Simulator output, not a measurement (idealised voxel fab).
The process module presented herein is designated voxel air gaps.
Pictured: cross-section cut, 270 nm wide, on a grid of 5 nm square cells.
Cross-section spec: square-cell grid; bands listed top down; each band is one or more rows.
Basically the band line says how high the top is and how high the bottom is, in nm, and then what's in it from left to right, every material with its width in nm. Empty space shows up as "blank", and if a single material carries "all across" it runs the full band edge to edge.
The level at which height equals 0 is the one under which the wafer, as it arrives, is entirely one material. No lower edge exists for the bottom band, which continues downward and is notated as in "0 nm and below".
It should be noted that a width expressed as "30 to 40" varies in equal increments from row to row of cells within the band, taking the value of the first number at the top row and that of the second number at the bottom row.
The cross-section has no changed cell in any step marked "no modification".
This entry, "Closed void entries", enumerates those empty regions of no fewer than 8 cells that possess no open connection to the top. Each region is reported in the form width x height at distance, the distance being taken from the left edge, with all three quantities expressed in nm.
Anything after a step's settings on that line? It's the simulator's own note about the step.
For masked steps, "overlay nm" on the step line gives how far right of plan the mask actually lay; a minus sign means it lay to the left.

## Below is the list of planned process steps
- 1: RECEIVE,material Si
- 2: CONFORMAL_DEP,material SiO2,thk nm 15
- 3: CONFORMAL_DEP,material SiN,thk nm 5
- 4: DIRECTIONAL_DEP,material lowk,thk nm 20
- 5: PATTERN,tone open,mask id LINES,material resist,width nm 25,pitch nm 50,thk nm 15,overlay nm 0
- 6: DIRECTIONAL_ETCH,etch materials lowk,depth nm 30
- 7: STRIP,etch materials resist
- 8: CONFORMAL_DEP,material TiN,thk nm 5
- 9: FILL_DEP,material Cu,thk nm 10
- 10: CMP,height nm 50
- 11: EPI,material Ru,thk nm 10
- 12: SELECTIVE_ETCH,etch materials lowk,depth nm 40
- 13: CONFORMAL_DEP,material SiCN,thk nm 5
Keep in mind the plan's value for the thk nm of step 4 comes from the first wafer; the wafers don't share that setting, but they do share the same starting point.

## Cross-section, first of several wafers, as delivered after step 1
	0 nm and below = Si all across
	Closed void entries: none

## The first of several wafers, seen in cross-section after the module's last step, step 13
	65 nm to 60 nm = SiCN all across
	60 nm to 50 nm = Ru all across
	50 nm to 45 nm = Cu all across
	45 nm to 40 nm = TiN=50; Cu=15; TiN=35; Cu=15; TiN=35; Cu=15; TiN=35; Cu=15; TiN=55
	40 nm to 25 nm = lowk=45; TiN=5; Cu=15; TiN=5; lowk=25; TiN=5; Cu=15; TiN=5; lowk=25; TiN=5; Cu=15; TiN=5; lowk=25; TiN=5; Cu=15; TiN=5; lowk=50
	25 nm to 20 nm = lowk=45; TiN=25; lowk=25; TiN=25; lowk=25; TiN=25; lowk=25; TiN=25; lowk=50
	20 nm to 15 nm = SiN all across
	15 nm to 0 nm = SiO2 all across
	0 nm and below = Si all across
	Closed void entries: none

## End of module: cross-section, last of several wafers
	65 nm to 60 nm = blank=30; SiCN=205; blank=35
	60 nm to 50 nm = blank=30; SiCN=5; Ru=45; SiCN=5; Ru=45; SiCN=5; Ru=45; SiCN=5; Ru=45; SiCN=5; blank=35
	50 nm to 45 nm = blank=30; SiCN=15; TiN=5; Cu=15; TiN=5; SiCN=25; TiN=5; Cu=15; TiN=5; SiCN=25; TiN=5; Cu=15; TiN=5; SiCN=25; TiN=5; Cu=15; TiN=5; SiCN=15; blank=35
	45 nm to 25 nm = blank=40; SiCN=5; TiN=5; Cu=15; TiN=5; SiCN=5; blank=15; SiCN=5; TiN=5; Cu=15; TiN=5; SiCN=5; blank=15; SiCN=5; TiN=5; Cu=15; TiN=5; SiCN=5; blank=15; SiCN=5; TiN=5; Cu=15; TiN=5; SiCN=5; blank=45
	25 nm to 20 nm = SiCN=45; TiN=25; SiCN=25; TiN=25; SiCN=25; TiN=25; SiCN=25; TiN=25; SiCN=50
	20 nm to 15 nm = SiN all across
	15 nm to 0 nm = SiO2 all across
	0 nm and below = Si all across
	Closed void entries: 15 x 20 at 75; 15 x 20 at 125; 15 x 20 at 175

## Take any row and you have a wafer at the end of the module: how many cells of each material it has gained (+) or lost (-) since it was received, and then its closed voids
thk nm 20, +102 Cu, +108 Ru, +54 SiCN, +54 SiN, +162 SiO2, +86 TiN, +136 lowk, Closed void entries: none
thk nm 25, +60 Cu, +108 Ru, +54 SiCN, +54 SiN, +162 SiO2, +94 TiN, +170 lowk, Closed void entries: none
thk nm 30, +60 Cu, +72 Ru, +138 SiCN, +54 SiN, +162 SiO2, +60 TiN, Closed void entries: 15 x 20 at 75; 15 x 20 at 125; 15 x 20 at 175
